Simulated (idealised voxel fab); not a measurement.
The process module that follows is named voxel transistor to metal.
Cross-section cut spans 270 nm and uses square cells 5 nm in size.
For the purposes of this document, a cross-section shall be understood as a grid of square cells, specified as bands listed in top-to-bottom order, each band consisting of one or more rows of cells. Band entry format. Leading values: height of top, height of bottom, nm. Remainder: materials in left-to-right order, each with its width in nm. Special words: "edge to edge" on a single material, which then fills the band edge to edge; "air", empty space. It should be noted that heights are counted from 0, beneath which the wafer as supplied is of one material throughout, and that the lowest band possesses no lower boundary but continues downward, as written in "0 -> down". The notation "30->40" denotes a width that varies across the rows of cells in the band, beginning at the first number in the top row, finishing at the second number in the bottom row, and changing by an identical amount from each row to the next. The designation "remains unaltered", where it is given for a processing step, indicates that no cell of the cross-section was altered in the course of that step. Look at "Non-vented voids" for the closed voids: empty spaces with no open path to the top, sized 8 cells or up. Each is width x height at distance, distance from the left edge, all nm. Formally, on a step line, whatever follows the settings is a remark that the simulator itself makes on the step. overlay nm: on a step with a mask, how far right of its planned place the mask lay; negative means left.

Set out below are the planned steps of the process
1: RECEIVE | material Si
2: OXIDIZE | depth nm 5
3: CONFORMAL_DEP | material SiN | thk nm 15
4: DIRECTIONAL_DEP | material aC | thk nm 10
5: PATTERN | tone cover | mask id ACTIVE | material resist | width nm 105 | pitch nm 135 | thk nm 30 | overlay nm 0
6: DIRECTIONAL_ETCH | etch materials aC | depth nm 10
7: STRIP | etch materials resist
8: DIRECTIONAL_ETCH | etch materials SiN | depth nm 15
9: DIRECTIONAL_ETCH | etch materials SiO2 | depth nm 5
10: DIRECTIONAL_ETCH | etch materials Si | depth nm 35
11: STRIP | etch materials aC
12: OXIDIZE | depth nm 5
13: FILL_DEP | material SiO2 | thk nm 15
14: CMP | height nm 15
15: SELECTIVE_ETCH | etch materials SiO2 | depth nm 15
16: STRIP | etch materials SiN
17: SELECTIVE_ETCH | etch materials SiO2 | depth nm 5
18: OXIDIZE | depth nm 5
19: DIRECTIONAL_DEP | material polySi | thk nm 25
20: DIRECTIONAL_DEP | material SiCN | thk nm 10
21: PATTERN | tone cover | mask id GATE | material resist | width nm 25 | pitch nm 135 | thk nm 15 | overlay nm 0
22: DIRECTIONAL_ETCH | etch materials SiCN | depth nm 20
23: DIRECTIONAL_ETCH | etch materials polySi | depth nm 35
24: STRIP | etch materials resist
25: CONFORMAL_DEP | material SiO2 | thk nm 5
26: DIRECTIONAL_ETCH | etch materials SiO2 | depth nm 5
27: CONFORMAL_DEP | material SiN | thk nm 5
28: DIRECTIONAL_ETCH | etch materials SiN | depth nm 5
29: DIRECTIONAL_ETCH | etch materials SiO2 | depth nm 5
30: DIRECTIONAL_ETCH | etch materials Si | depth nm 10
31: EPI | material pSi | thk nm 15
32: FILL_DEP | material SiO2 | thk nm 5
33: CMP | height nm 30
34: DIRECTIONAL_DEP | material SiO2 | thk nm 10
35: MASKED_ETCH | tone open | mask id CONTACT | width nm 15 | etch materials SiO2 | depth nm 45 | overlay nm 0
36: CONFORMAL_DEP | material TiN | thk nm 5
37: FILL_DEP | material W | thk nm 10
38: CMP | height nm 40
39: DIRECTIONAL_DEP | material TiN | thk nm 5
40: DIRECTIONAL_DEP | material W | thk nm 25
41: PATTERN | tone cover | mask id METAL_1 | material resist | width nm 15 | thk nm 20 | overlay nm 0
42: DIRECTIONAL_ETCH | etch materials W | depth nm 25
43: DIRECTIONAL_ETCH | etch materials TiN | depth nm 5
44: STRIP | etch materials resist
45: CONFORMAL_DEP | material SiCN | thk nm 5
46: FILL_DEP | material SiO2 | thk nm 5
47: CMP | height nm 70
48: CONFORMAL_DEP | material SiCN | thk nm 5

The first of a set of two wafers, run to plan

Incoming wafer, cross-sectional view, post step 1
	0 -> down = Si edge to edge
	Non-vented voids: none

Step 2 done - wafer cross-section
	0 -> -5 = SiO2 edge to edge
	No changes below -5.

Step 3 done - wafer cross-section
	15 -> 0 = SiN edge to edge
	No changes below 0.

Step 4 done - wafer cross-section
	25 -> 15 = aC edge to edge
	No changes below 15.

Step 5 done - wafer cross-section
	55 -> 25 = air: 15  resist: 105  air: 30  resist: 105  air: 15
	No changes below 25.

Step 6 done - wafer cross-section
	45 -> 25 = air: 15  resist: 105  air: 30  resist: 105  air: 15
	25 -> 15 = air: 15  aC: 105  air: 30  aC: 105  air: 15
	No changes below 15.

Step 7 done - wafer cross-section
	25 -> 15 = air: 15  aC: 105  air: 30  aC: 105  air: 15
	No changes below 15.

Step 8 done - wafer cross-section
	25 -> 15 = air: 15  aC: 105  air: 30  aC: 105  air: 15
	15 -> 0 = air: 15  SiN: 105  air: 30  SiN: 105  air: 15
	No changes below 0.

Step 9 done - wafer cross-section
	25 -> 15 = air: 15  aC: 105  air: 30  aC: 105  air: 15
	15 -> 0 = air: 15  SiN: 105  air: 30  SiN: 105  air: 15
	0 -> -5 = air: 15  SiO2: 105  air: 30  SiO2: 105  air: 15
	No changes below -5.

Step 10 done - wafer cross-section
	25 -> 15 = air: 15  aC: 105  air: 30  aC: 105  air: 15
	15 -> 0 = air: 15  SiN: 105  air: 30  SiN: 105  air: 15
	0 -> -5 = air: 15  SiO2: 105  air: 30  SiO2: 105  air: 15
	-5 -> -40 = air: 15  Si: 105  air: 30  Si: 105  air: 15
	No changes below -40.

Step 11 done - wafer cross-section
	15 -> 0 = air: 15  SiN: 105  air: 30  SiN: 105  air: 15
	No changes below 0.

Step 12 done - wafer cross-section
	15 -> 0 = air: 15  SiN: 105  air: 30  SiN: 105  air: 15
	0 -> -5 = air: 15  SiO2: 105  air: 30  SiO2: 105  air: 15
	-5 -> -40 = air: 15  SiO2: 5  Si: 95  SiO2: 5  air: 30  SiO2: 5  Si: 95  SiO2: 5  air: 15
	-40 -> -45 = SiO2: 20  Si: 95  SiO2: 40  Si: 95  SiO2: 20
	No changes below -45.

Step 13 done - wafer cross-section
	30 -> 15 = SiO2 edge to edge
	15 -> 0 = SiO2: 15  SiN: 105  SiO2: 30  SiN: 105  SiO2: 15
	0 -> -5 = SiO2 edge to edge
	-5 -> -45 = SiO2: 20  Si: 95  SiO2: 40  Si: 95  SiO2: 20
	No changes below -45.

Step 14 done - wafer cross-section
	15 -> 0 = SiO2: 15  SiN: 105  SiO2: 30  SiN: 105  SiO2: 15
	No changes below 0.

Step 15 done - wafer cross-section
	15 -> 0 = air: 15  SiN: 105  air: 30  SiN: 105  air: 15
	No changes below 0.

Step 16 done - wafer cross-section
	0 -> -5 = SiO2 edge to edge
	No changes below -5.

Step 17 done - wafer cross-section
	-5 -> -45 = SiO2: 20  Si: 95  SiO2: 40  Si: 95  SiO2: 20
	No changes below -45.

Step 18 done - wafer cross-section
	-5 -> -10 = SiO2 edge to edge
	No changes below -10.

Step 19 done - wafer cross-section
	20 -> -5 = polySi edge to edge
	No changes below -5.

Step 20 done - wafer cross-section
	30 -> 20 = SiCN edge to edge
	No changes below 20.

Step 21 done - wafer cross-section
	45 -> 30 = air: 55  resist: 25  air: 110  resist: 25  air: 55
	No changes below 30.

Step 22 done - wafer cross-section
	45 -> 30 = air: 55  resist: 25  air: 110  resist: 25  air: 55
	30 -> 20 = air: 55  SiCN: 25  air: 110  SiCN: 25  air: 55
	No changes below 20.

Step 23 done - wafer cross-section
	45 -> 30 = air: 55  resist: 25  air: 110  resist: 25  air: 55
	30 -> 20 = air: 55  SiCN: 25  air: 110  SiCN: 25  air: 55
	20 -> -5 = air: 55  polySi: 25  air: 110  polySi: 25  air: 55
	No changes below -5.

Step 24 done - wafer cross-section
	30 -> 20 = air: 55  SiCN: 25  air: 110  SiCN: 25  air: 55
	No changes below 20.

Step 25 done - wafer cross-section
	35 -> 30 = air: 50  SiO2: 35  air: 100  SiO2: 35  air: 50
	30 -> 20 = air: 50  SiO2: 5  SiCN: 25  SiO2: 5  air: 100  SiO2: 5  SiCN: 25  SiO2: 5  air: 50
	20 -> 0 = air: 50  SiO2: 5  polySi: 25  SiO2: 5  air: 100  SiO2: 5  polySi: 25  SiO2: 5  air: 50
	0 -> -5 = SiO2: 55  polySi: 25  SiO2: 110  polySi: 25  SiO2: 55
	No changes below -5.

Step 26 done - wafer cross-section
	30 -> 20 = air: 50  SiO2: 5  SiCN: 25  SiO2: 5  air: 100  SiO2: 5  SiCN: 25  SiO2: 5  air: 50
	20 -> -5 = air: 50  SiO2: 5  polySi: 25  SiO2: 5  air: 100  SiO2: 5  polySi: 25  SiO2: 5  air: 50
	No changes below -5.

Step 27 done - wafer cross-section
	35 -> 30 = air: 45  SiN: 45  air: 90  SiN: 45  air: 45
	30 -> 20 = air: 45  SiN: 5  SiO2: 5  SiCN: 25  SiO2: 5  SiN: 5  air: 90  SiN: 5  SiO2: 5  SiCN: 25  SiO2: 5  SiN: 5  air: 45
	20 -> 0 = air: 45  SiN: 5  SiO2: 5  polySi: 25  SiO2: 5  SiN: 5  air: 90  SiN: 5  SiO2: 5  polySi: 25  SiO2: 5  SiN: 5  air: 45
	0 -> -5 = SiN: 50  SiO2: 5  polySi: 25  SiO2: 5  SiN: 100  SiO2: 5  polySi: 25  SiO2: 5  SiN: 50
	No changes below -5.

Step 28 done - wafer cross-section
	30 -> 20 = air: 45  SiN: 5  SiO2: 5  SiCN: 25  SiO2: 5  SiN: 5  air: 90  SiN: 5  SiO2: 5  SiCN: 25  SiO2: 5  SiN: 5  air: 45
	20 -> -5 = air: 45  SiN: 5  SiO2: 5  polySi: 25  SiO2: 5  SiN: 5  air: 90  SiN: 5  SiO2: 5  polySi: 25  SiO2: 5  SiN: 5  air: 45
	No changes below -5.

Step 29 done - wafer cross-section
	30 -> 25 = air: 45  SiN: 5  air: 5  SiCN: 25  air: 5  SiN: 5  air: 90  SiN: 5  air: 5  SiCN: 25  air: 5  SiN: 5  air: 45
	25 -> 20 = air: 45  SiN: 5  SiO2: 5  SiCN: 25  SiO2: 5  SiN: 5  air: 90  SiN: 5  SiO2: 5  SiCN: 25  SiO2: 5  SiN: 5  air: 45
	20 -> -5 = air: 45  SiN: 5  SiO2: 5  polySi: 25  SiO2: 5  SiN: 5  air: 90  SiN: 5  SiO2: 5  polySi: 25  SiO2: 5  SiN: 5  air: 45
	-5 -> -10 = air: 45  SiO2: 45  air: 90  SiO2: 45  air: 45
	No changes below -10.

Step 30 done - wafer cross-section
	30 -> 25 = air: 45  SiN: 5  air: 5  SiCN: 25  air: 5  SiN: 5  air: 90  SiN: 5  air: 5  SiCN: 25  air: 5  SiN: 5  air: 45
	25 -> 20 = air: 45  SiN: 5  SiO2: 5  SiCN: 25  SiO2: 5  SiN: 5  air: 90  SiN: 5  SiO2: 5  SiCN: 25  SiO2: 5  SiN: 5  air: 45
	20 -> -5 = air: 45  SiN: 5  SiO2: 5  polySi: 25  SiO2: 5  SiN: 5  air: 90  SiN: 5  SiO2: 5  polySi: 25  SiO2: 5  SiN: 5  air: 45
	-5 -> -10 = air: 45  SiO2: 45  air: 90  SiO2: 45  air: 45
	-10 -> -20 = SiO2: 20  air: 25  Si: 45  air: 25  SiO2: 40  air: 25  Si: 45  air: 25  SiO2: 20
	No changes below -20.

Step 31 done - wafer cross-section
	30 -> 25 = air: 45  SiN: 5  air: 5  SiCN: 25  air: 5  SiN: 5  air: 90  SiN: 5  air: 5  SiCN: 25  air: 5  SiN: 5  air: 45
	25 -> 20 = air: 45  SiN: 5  SiO2: 5  SiCN: 25  SiO2: 5  SiN: 5  air: 90  SiN: 5  SiO2: 5  SiCN: 25  SiO2: 5  SiN: 5  air: 45
	20 -> 5 = air: 45  SiN: 5  SiO2: 5  polySi: 25  SiO2: 5  SiN: 5  air: 90  SiN: 5  SiO2: 5  polySi: 25  SiO2: 5  SiN: 5  air: 45
	5 -> -5 = air: 30  pSi: 15  SiN: 5  SiO2: 5  polySi: 25  SiO2: 5  SiN: 5  pSi: 15  air: 60  pSi: 15  SiN: 5  SiO2: 5  polySi: 25  SiO2: 5  SiN: 5  pSi: 15  air: 30
	-5 -> -10 = air: 15  pSi: 30  SiO2: 45  pSi: 30  air: 30  pSi: 30  SiO2: 45  pSi: 30  air: 15
	-10 -> -20 = SiO2: 20  pSi: 25  Si: 45  pSi: 25  SiO2: 40  pSi: 25  Si: 45  pSi: 25  SiO2: 20
	No changes below -20.

Step 32 done - wafer cross-section
	35 -> 30 = SiO2 edge to edge
	30 -> 20 = SiO2: 45  SiN: 5  SiO2: 5  SiCN: 25  SiO2: 5  SiN: 5  SiO2: 90  SiN: 5  SiO2: 5  SiCN: 25  SiO2: 5  SiN: 5  SiO2: 45
	20 -> 5 = SiO2: 45  SiN: 5  SiO2: 5  polySi: 25  SiO2: 5  SiN: 5  SiO2: 90  SiN: 5  SiO2: 5  polySi: 25  SiO2: 5  SiN: 5  SiO2: 45
	5 -> -5 = SiO2: 30  pSi: 15  SiN: 5  SiO2: 5  polySi: 25  SiO2: 5  SiN: 5  pSi: 15  SiO2: 60  pSi: 15  SiN: 5  SiO2: 5  polySi: 25  SiO2: 5  SiN: 5  pSi: 15  SiO2: 30
	-5 -> -10 = SiO2: 15  pSi: 30  SiO2: 45  pSi: 30  SiO2: 30  pSi: 30  SiO2: 45  pSi: 30  SiO2: 15
	No changes below -10.

Step 33 done - wafer cross-section
	30 -> 20 = SiO2: 45  SiN: 5  SiO2: 5  SiCN: 25  SiO2: 5  SiN: 5  SiO2: 90  SiN: 5  SiO2: 5  SiCN: 25  SiO2: 5  SiN: 5  SiO2: 45
	No changes below 20.

Step 34 done - wafer cross-section
	40 -> 30 = SiO2 edge to edge
	No changes below 30.

Step 35 done - wafer cross-section
	40 -> 30 = SiO2: 20  air: 15  SiO2: 65  air: 15  SiO2: 40  air: 15  SiO2: 65  air: 15  SiO2: 20
	30 -> 20 = SiO2: 20  air: 15  SiO2: 10  SiN: 5  SiO2: 5  SiCN: 25  SiO2: 5  SiN: 5  SiO2: 10  air: 15  SiO2: 40  air: 15  SiO2: 10  SiN: 5  SiO2: 5  SiCN: 25  SiO2: 5  SiN: 5  SiO2: 10  air: 15  SiO2: 20
	20 -> 5 = SiO2: 20  air: 15  SiO2: 10  SiN: 5  SiO2: 5  polySi: 25  SiO2: 5  SiN: 5  SiO2: 10  air: 15  SiO2: 40  air: 15  SiO2: 10  SiN: 5  SiO2: 5  polySi: 25  SiO2: 5  SiN: 5  SiO2: 10  air: 15  SiO2: 20
	5 -> -5 = SiO2: 20  air: 10  pSi: 15  SiN: 5  SiO2: 5  polySi: 25  SiO2: 5  SiN: 5  pSi: 15  air: 10  SiO2: 40  air: 10  pSi: 15  SiN: 5  SiO2: 5  polySi: 25  SiO2: 5  SiN: 5  pSi: 15  air: 10  SiO2: 20
	No changes below -5.

Step 36 done - wafer cross-section
	45 -> 40 = TiN: 25  air: 5  TiN: 75  air: 5  TiN: 50  air: 5  TiN: 75  air: 5  TiN: 25
	40 -> 30 = SiO2: 20  TiN: 5  air: 5  TiN: 5  SiO2: 65  TiN: 5  air: 5  TiN: 5  SiO2: 40  TiN: 5  air: 5  TiN: 5  SiO2: 65  TiN: 5  air: 5  TiN: 5  SiO2: 20
	30 -> 20 = SiO2: 20  TiN: 5  air: 5  TiN: 5  SiO2: 10  SiN: 5  SiO2: 5  SiCN: 25  SiO2: 5  SiN: 5  SiO2: 10  TiN: 5  air: 5  TiN: 5  SiO2: 40  TiN: 5  air: 5  TiN: 5  SiO2: 10  SiN: 5  SiO2: 5  SiCN: 25  SiO2: 5  SiN: 5  SiO2: 10  TiN: 5  air: 5  TiN: 5  SiO2: 20
	20 -> 10 = SiO2: 20  TiN: 5  air: 5  TiN: 5  SiO2: 10  SiN: 5  SiO2: 5  polySi: 25  SiO2: 5  SiN: 5  SiO2: 10  TiN: 5  air: 5  TiN: 5  SiO2: 40  TiN: 5  air: 5  TiN: 5  SiO2: 10  SiN: 5  SiO2: 5  polySi: 25  SiO2: 5  SiN: 5  SiO2: 10  TiN: 5  air: 5  TiN: 5  SiO2: 20
	10 -> 5 = SiO2: 20  TiN: 15  SiO2: 10  SiN: 5  SiO2: 5  polySi: 25  SiO2: 5  SiN: 5  SiO2: 10  TiN: 15  SiO2: 40  TiN: 15  SiO2: 10  SiN: 5  SiO2: 5  polySi: 25  SiO2: 5  SiN: 5  SiO2: 10  TiN: 15  SiO2: 20
	5 -> -5 = SiO2: 20  TiN: 10  pSi: 15  SiN: 5  SiO2: 5  polySi: 25  SiO2: 5  SiN: 5  pSi: 15  TiN: 10  SiO2: 40  TiN: 10  pSi: 15  SiN: 5  SiO2: 5  polySi: 25  SiO2: 5  SiN: 5  pSi: 15  TiN: 10  SiO2: 20
	No changes below -5.

Step 37 done - wafer cross-section
	55 -> 45 = W edge to edge
	45 -> 40 = TiN: 25  W: 5  TiN: 75  W: 5  TiN: 50  W: 5  TiN: 75  W: 5  TiN: 25
	40 -> 30 = SiO2: 20  TiN: 5  W: 5  TiN: 5  SiO2: 65  TiN: 5  W: 5  TiN: 5  SiO2: 40  TiN: 5  W: 5  TiN: 5  SiO2: 65  TiN: 5  W: 5  TiN: 5  SiO2: 20
	30 -> 20 = SiO2: 20  TiN: 5  W: 5  TiN: 5  SiO2: 10  SiN: 5  SiO2: 5  SiCN: 25  SiO2: 5  SiN: 5  SiO2: 10  TiN: 5  W: 5  TiN: 5  SiO2: 40  TiN: 5  W: 5  TiN: 5  SiO2: 10  SiN: 5  SiO2: 5  SiCN: 25  SiO2: 5  SiN: 5  SiO2: 10  TiN: 5  W: 5  TiN: 5  SiO2: 20
	20 -> 10 = SiO2: 20  TiN: 5  W: 5  TiN: 5  SiO2: 10  SiN: 5  SiO2: 5  polySi: 25  SiO2: 5  SiN: 5  SiO2: 10  TiN: 5  W: 5  TiN: 5  SiO2: 40  TiN: 5  W: 5  TiN: 5  SiO2: 10  SiN: 5  SiO2: 5  polySi: 25  SiO2: 5  SiN: 5  SiO2: 10  TiN: 5  W: 5  TiN: 5  SiO2: 20
	No changes below 10.

Step 38 done - wafer cross-section
	40 -> 30 = SiO2: 20  TiN: 5  W: 5  TiN: 5  SiO2: 65  TiN: 5  W: 5  TiN: 5  SiO2: 40  TiN: 5  W: 5  TiN: 5  SiO2: 65  TiN: 5  W: 5  TiN: 5  SiO2: 20
	No changes below 30.

Step 39 done - wafer cross-section
	45 -> 40 = TiN edge to edge
	No changes below 40.

Step 40 done - wafer cross-section
	70 -> 45 = W edge to edge
	No changes below 45.

Step 41 done - wafer cross-section
	90 -> 70 = air: 20  resist: 15  air: 65  resist: 15  air: 40  resist: 15  air: 65  resist: 15  air: 20
	No changes below 70.

Step 42 done - wafer cross-section
	90 -> 70 = air: 20  resist: 15  air: 65  resist: 15  air: 40  resist: 15  air: 65  resist: 15  air: 20
	70 -> 45 = air: 20  W: 15  air: 65  W: 15  air: 40  W: 15  air: 65  W: 15  air: 20
	No changes below 45.

Step 43 done - wafer cross-section
	90 -> 70 = air: 20  resist: 15  air: 65  resist: 15  air: 40  resist: 15  air: 65  resist: 15  air: 20
	70 -> 45 = air: 20  W: 15  air: 65  W: 15  air: 40  W: 15  air: 65  W: 15  air: 20
	45 -> 40 = air: 20  TiN: 15  air: 65  TiN: 15  air: 40  TiN: 15  air: 65  TiN: 15  air: 20
	No changes below 40.

Step 44 done - wafer cross-section
	70 -> 45 = air: 20  W: 15  air: 65  W: 15  air: 40  W: 15  air: 65  W: 15  air: 20
	No changes below 45.

Step 45 done - wafer cross-section
	75 -> 70 = air: 15  SiCN: 25  air: 55  SiCN: 25  air: 30  SiCN: 25  air: 55  SiCN: 25  air: 15
	70 -> 45 = air: 15  SiCN: 5  W: 15  SiCN: 5  air: 55  SiCN: 5  W: 15  SiCN: 5  air: 30  SiCN: 5  W: 15  SiCN: 5  air: 55  SiCN: 5  W: 15  SiCN: 5  air: 15
	45 -> 40 = SiCN: 20  TiN: 15  SiCN: 65  TiN: 15  SiCN: 40  TiN: 15  SiCN: 65  TiN: 15  SiCN: 20
	No changes below 40.

Step 46 done - wafer cross-section
	80 -> 75 = SiO2 edge to edge
	75 -> 70 = SiO2: 15  SiCN: 25  SiO2: 55  SiCN: 25  SiO2: 30  SiCN: 25  SiO2: 55  SiCN: 25  SiO2: 15
	70 -> 45 = SiO2: 15  SiCN: 5  W: 15  SiCN: 5  SiO2: 55  SiCN: 5  W: 15  SiCN: 5  SiO2: 30  SiCN: 5  W: 15  SiCN: 5  SiO2: 55  SiCN: 5  W: 15  SiCN: 5  SiO2: 15
	No changes below 45.

Step 47 done - wafer cross-section
	70 -> 45 = SiO2: 15  SiCN: 5  W: 15  SiCN: 5  SiO2: 55  SiCN: 5  W: 15  SiCN: 5  SiO2: 30  SiCN: 5  W: 15  SiCN: 5  SiO2: 55  SiCN: 5  W: 15  SiCN: 5  SiO2: 15
	No changes below 45.

Step 48 done - wafer cross-section
	75 -> 70 = SiCN edge to edge
	No changes below 70.

Wafer two of two - same starting point, same process plan, one mistake in execution; matches wafer one up to and including step 30

Second wafer cross-section, taken as of the time the plan sets for step 31 to be done
	30 -> 25 = air: 45  SiN: 5  air: 5  SiCN: 25  air: 5  SiN: 5  air: 90  SiN: 5  air: 5  SiCN: 25  air: 5  SiN: 5  air: 45
	25 -> 20 = air: 45  SiN: 5  SiO2: 5  SiCN: 25  SiO2: 5  SiN: 5  air: 90  SiN: 5  SiO2: 5  SiCN: 25  SiO2: 5  SiN: 5  air: 45
	20 -> 10 = air: 15  pSi: 30  SiN: 5  SiO2: 5  polySi: 25  SiO2: 5  SiN: 5  pSi: 30  air: 30  pSi: 30  SiN: 5  SiO2: 5  polySi: 25  SiO2: 5  SiN: 5  pSi: 30  air: 15
	10 -> -5 = pSi: 45  SiN: 5  SiO2: 5  polySi: 25  SiO2: 5  SiN: 5  pSi: 90  SiN: 5  SiO2: 5  polySi: 25  SiO2: 5  SiN: 5  pSi: 45
	-5 -> -10 = pSi: 45  SiO2: 45  pSi: 90  SiO2: 45  pSi: 45
	-10 -> -20 = SiO2: 20  pSi: 25  Si: 45  pSi: 25  SiO2: 40  pSi: 25  Si: 45  pSi: 25  SiO2: 20
	No changes below -20.

Second wafer cross-section, taken as of the time the plan sets for step 32 to be done
	35 -> 30 = SiO2 edge to edge
	30 -> 20 = SiO2: 45  SiN: 5  SiO2: 5  SiCN: 25  SiO2: 5  SiN: 5  SiO2: 90  SiN: 5  SiO2: 5  SiCN: 25  SiO2: 5  SiN: 5  SiO2: 45
	20 -> 10 = SiO2: 15  pSi: 30  SiN: 5  SiO2: 5  polySi: 25  SiO2: 5  SiN: 5  pSi: 30  SiO2: 30  pSi: 30  SiN: 5  SiO2: 5  polySi: 25  SiO2: 5  SiN: 5  pSi: 30  SiO2: 15
	No changes below 10.

Second wafer cross-section, taken as of the time the plan sets for step 33 to be done
	30 -> 20 = SiO2: 45  SiN: 5  SiO2: 5  SiCN: 25  SiO2: 5  SiN: 5  SiO2: 90  SiN: 5  SiO2: 5  SiCN: 25  SiO2: 5  SiN: 5  SiO2: 45
	No changes below 20.

Second wafer cross-section, taken as of the time the plan sets for step 34 to be done
	40 -> 30 = SiO2 edge to edge
	No changes below 30.

Second wafer cross-section, taken as of the time the plan sets for step 35 to be done
	40 -> 30 = SiO2: 20  air: 15  SiO2: 65  air: 15  SiO2: 40  air: 15  SiO2: 65  air: 15  SiO2: 20
	30 -> 20 = SiO2: 20  air: 15  SiO2: 10  SiN: 5  SiO2: 5  SiCN: 25  SiO2: 5  SiN: 5  SiO2: 10  air: 15  SiO2: 40  air: 15  SiO2: 10  SiN: 5  SiO2: 5  SiCN: 25  SiO2: 5  SiN: 5  SiO2: 10  air: 15  SiO2: 20
	No changes below 20.

Second wafer cross-section, taken as of the time the plan sets for step 36 to be done
	45 -> 40 = TiN: 25  air: 5  TiN: 75  air: 5  TiN: 50  air: 5  TiN: 75  air: 5  TiN: 25
	40 -> 30 = SiO2: 20  TiN: 5  air: 5  TiN: 5  SiO2: 65  TiN: 5  air: 5  TiN: 5  SiO2: 40  TiN: 5  air: 5  TiN: 5  SiO2: 65  TiN: 5  air: 5  TiN: 5  SiO2: 20
	30 -> 25 = SiO2: 20  TiN: 5  air: 5  TiN: 5  SiO2: 10  SiN: 5  SiO2: 5  SiCN: 25  SiO2: 5  SiN: 5  SiO2: 10  TiN: 5  air: 5  TiN: 5  SiO2: 40  TiN: 5  air: 5  TiN: 5  SiO2: 10  SiN: 5  SiO2: 5  SiCN: 25  SiO2: 5  SiN: 5  SiO2: 10  TiN: 5  air: 5  TiN: 5  SiO2: 20
	25 -> 20 = SiO2: 20  TiN: 15  SiO2: 10  SiN: 5  SiO2: 5  SiCN: 25  SiO2: 5  SiN: 5  SiO2: 10  TiN: 15  SiO2: 40  TiN: 15  SiO2: 10  SiN: 5  SiO2: 5  SiCN: 25  SiO2: 5  SiN: 5  SiO2: 10  TiN: 15  SiO2: 20
	No changes below 20.

Second wafer cross-section, taken as of the time the plan sets for step 37 to be done
	55 -> 45 = W edge to edge
	45 -> 40 = TiN: 25  W: 5  TiN: 75  W: 5  TiN: 50  W: 5  TiN: 75  W: 5  TiN: 25
	40 -> 30 = SiO2: 20  TiN: 5  W: 5  TiN: 5  SiO2: 65  TiN: 5  W: 5  TiN: 5  SiO2: 40  TiN: 5  W: 5  TiN: 5  SiO2: 65  TiN: 5  W: 5  TiN: 5  SiO2: 20
	30 -> 25 = SiO2: 20  TiN: 5  W: 5  TiN: 5  SiO2: 10  SiN: 5  SiO2: 5  SiCN: 25  SiO2: 5  SiN: 5  SiO2: 10  TiN: 5  W: 5  TiN: 5  SiO2: 40  TiN: 5  W: 5  TiN: 5  SiO2: 10  SiN: 5  SiO2: 5  SiCN: 25  SiO2: 5  SiN: 5  SiO2: 10  TiN: 5  W: 5  TiN: 5  SiO2: 20
	No changes below 25.

Second wafer cross-section, taken as of the time the plan sets for step 38 to be done
	40 -> 30 = SiO2: 20  TiN: 5  W: 5  TiN: 5  SiO2: 65  TiN: 5  W: 5  TiN: 5  SiO2: 40  TiN: 5  W: 5  TiN: 5  SiO2: 65  TiN: 5  W: 5  TiN: 5  SiO2: 20
	No changes below 30.

Second wafer cross-section, taken as of the time the plan sets for step 39 to be done
	45 -> 40 = TiN edge to edge
	No changes below 40.

Second wafer cross-section, taken as of the time the plan sets for step 40 to be done
	70 -> 45 = W edge to edge
	No changes below 45.

Second wafer cross-section, taken as of the time the plan sets for step 41 to be done
	90 -> 70 = air: 20  resist: 15  air: 65  resist: 15  air: 40  resist: 15  air: 65  resist: 15  air: 20
	No changes below 70.

Second wafer cross-section, taken as of the time the plan sets for step 42 to be done
	90 -> 70 = air: 20  resist: 15  air: 65  resist: 15  air: 40  resist: 15  air: 65  resist: 15  air: 20
	70 -> 45 = air: 20  W: 15  air: 65  W: 15  air: 40  W: 15  air: 65  W: 15  air: 20
	No changes below 45.

Second wafer cross-section, taken as of the time the plan sets for step 43 to be done
	90 -> 70 = air: 20  resist: 15  air: 65  resist: 15  air: 40  resist: 15  air: 65  resist: 15  air: 20
	70 -> 45 = air: 20  W: 15  air: 65  W: 15  air: 40  W: 15  air: 65  W: 15  air: 20
	45 -> 40 = air: 20  TiN: 15  air: 65  TiN: 15  air: 40  TiN: 15  air: 65  TiN: 15  air: 20
	No changes below 40.

Second wafer cross-section, taken as of the time the plan sets for step 44 to be done
	70 -> 45 = air: 20  W: 15  air: 65  W: 15  air: 40  W: 15  air: 65  W: 15  air: 20
	No changes below 45.

Second wafer cross-section, taken as of the time the plan sets for step 45 to be done
	75 -> 70 = air: 15  SiCN: 25  air: 55  SiCN: 25  air: 30  SiCN: 25  air: 55  SiCN: 25  air: 15
	70 -> 45 = air: 15  SiCN: 5  W: 15  SiCN: 5  air: 55  SiCN: 5  W: 15  SiCN: 5  air: 30  SiCN: 5  W: 15  SiCN: 5  air: 55  SiCN: 5  W: 15  SiCN: 5  air: 15
	45 -> 40 = SiCN: 20  TiN: 15  SiCN: 65  TiN: 15  SiCN: 40  TiN: 15  SiCN: 65  TiN: 15  SiCN: 20
	No changes below 40.

Second wafer cross-section, taken as of the time the plan sets for step 46 to be done
	80 -> 75 = SiO2 edge to edge
	75 -> 70 = SiO2: 15  SiCN: 25  SiO2: 55  SiCN: 25  SiO2: 30  SiCN: 25  SiO2: 55  SiCN: 25  SiO2: 15
	70 -> 45 = SiO2: 15  SiCN: 5  W: 15  SiCN: 5  SiO2: 55  SiCN: 5  W: 15  SiCN: 5  SiO2: 30  SiCN: 5  W: 15  SiCN: 5  SiO2: 55  SiCN: 5  W: 15  SiCN: 5  SiO2: 15
	No changes below 45.

Second wafer cross-section, taken as of the time the plan sets for step 47 to be done
	70 -> 45 = SiO2: 15  SiCN: 5  W: 15  SiCN: 5  SiO2: 55  SiCN: 5  W: 15  SiCN: 5  SiO2: 30  SiCN: 5  W: 15  SiCN: 5  SiO2: 55  SiCN: 5  W: 15  SiCN: 5  SiO2: 15
	No changes below 45.

Second wafer cross-section, taken as of the time the plan sets for step 48 to be done
	75 -> 70 = SiCN edge to edge
	No changes below 70.
Processing error: plan step 31 ran twice
Per the end-of-run cell counts, the second wafer holds more or fewer of some materials than the first: 92 fewer of SiO2, 40 fewer of TiN, 12 fewer of W, 144 more of pSi
